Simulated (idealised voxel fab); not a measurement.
process module | voxel quadruple lines
cross-section cut | 160 nm wide | cells 5 nm
A cross-section is a grid of square cells, given in bands from the top down. A band is one or more rows of cells.
Each band's line starts with the height of the band's top and of its bottom, in nm. Then come its materials from left to right, each with its width in nm. One material with "throughout" fills the band from edge to edge. "air" is empty space.
Height 0 is the level under which the wafer as received is all one material. The lowest band goes on downwards, as in "0 down".
A width such as "30 to 40" changes by the same amount from each row of cells to the next, from the band's top row to its bottom row.
"no change" after a step means that no cell of the cross-section changed.
closed voids: empty space of 8 cells or more with no open way to the top, each as width x height at its distance from the left edge, in nm
after a step's settings: what the simulator itself notes on the step
overlay nm, on a step with a mask: how far to the right of its planned place the mask lay; to the left if negative
plan
1 op RECEIVE | material Si
2 op CONFORMAL_DEP | material Al2O3 | thk nm 10
3 op DIRECTIONAL_DEP | material Ru | thk nm 10
4 op DIRECTIONAL_DEP | material polySi | thk nm 20
5 op DIRECTIONAL_DEP | material aC | thk nm 25
6 op PATTERN | tone cover | mask id MANDREL | material resist | width nm 30 | thk nm 30 | overlay nm -15
7 op DIRECTIONAL_ETCH | etch materials aC | depth nm 25
8 op STRIP | etch materials resist
9 op CONFORMAL_DEP | material SiO2 | thk nm 10
10 op DIRECTIONAL_ETCH | etch materials SiO2 | depth nm 10
11 op STRIP | etch materials aC
12 op DIRECTIONAL_ETCH | etch materials polySi | depth nm 20
13 op STRIP | etch materials SiO2
14 op CONFORMAL_DEP | material SiCN | thk nm 10
15 op DIRECTIONAL_ETCH | etch materials SiCN | depth nm 10
16 op STRIP | etch materials polySi
17 op DIRECTIONAL_ETCH | etch materials Ru | depth nm 10
18 op STRIP | etch materials SiCN
19 op FILL_DEP | material lowk | thk nm 5
20 op CMP | height nm 20
varied across the wafers: overlay nm of step 6. The plan shows the first wafer's value. All wafers start alike
first wafer as received, after step 1
  0 down: Si throughout
  closed voids: none
first wafer at the end, after step 20
  20 to 10: lowk 30 | Ru 10 | lowk 10 | Ru 10 | lowk 10 | Ru 10 | lowk 10 | Ru 10 | lowk 60
  10 to 0: Al2O3 throughout
  0 down: Si throughout
  closed voids: none
last wafer at the end
  20 to 10: lowk 60 | Ru 10 | lowk 10 | Ru 10 | lowk 10 | Ru 10 | lowk 10 | Ru 10 | lowk 30
  10 to 0: Al2O3 throughout
  0 down: Si throughout
  closed voids: none
each wafer at the end: cells of each material gained (+) or lost (-) since it was received, then its closed voids
overlay nm -15 | +64 Al2O3 | +16 Ru | +48 lowk | closed voids: none
overlay nm -10 | +64 Al2O3 | +16 Ru | +48 lowk | closed voids: none
overlay nm -5 | +64 Al2O3 | +16 Ru | +48 lowk | closed voids: none
overlay nm 0 | +64 Al2O3 | +16 Ru | +48 lowk | closed voids: none
overlay nm 5 | +64 Al2O3 | +16 Ru | +48 lowk | closed voids: none
overlay nm 10 | +64 Al2O3 | +16 Ru | +48 lowk | closed voids: none
overlay nm 15 | +64 Al2O3 | +16 Ru | +48 lowk | closed voids: none
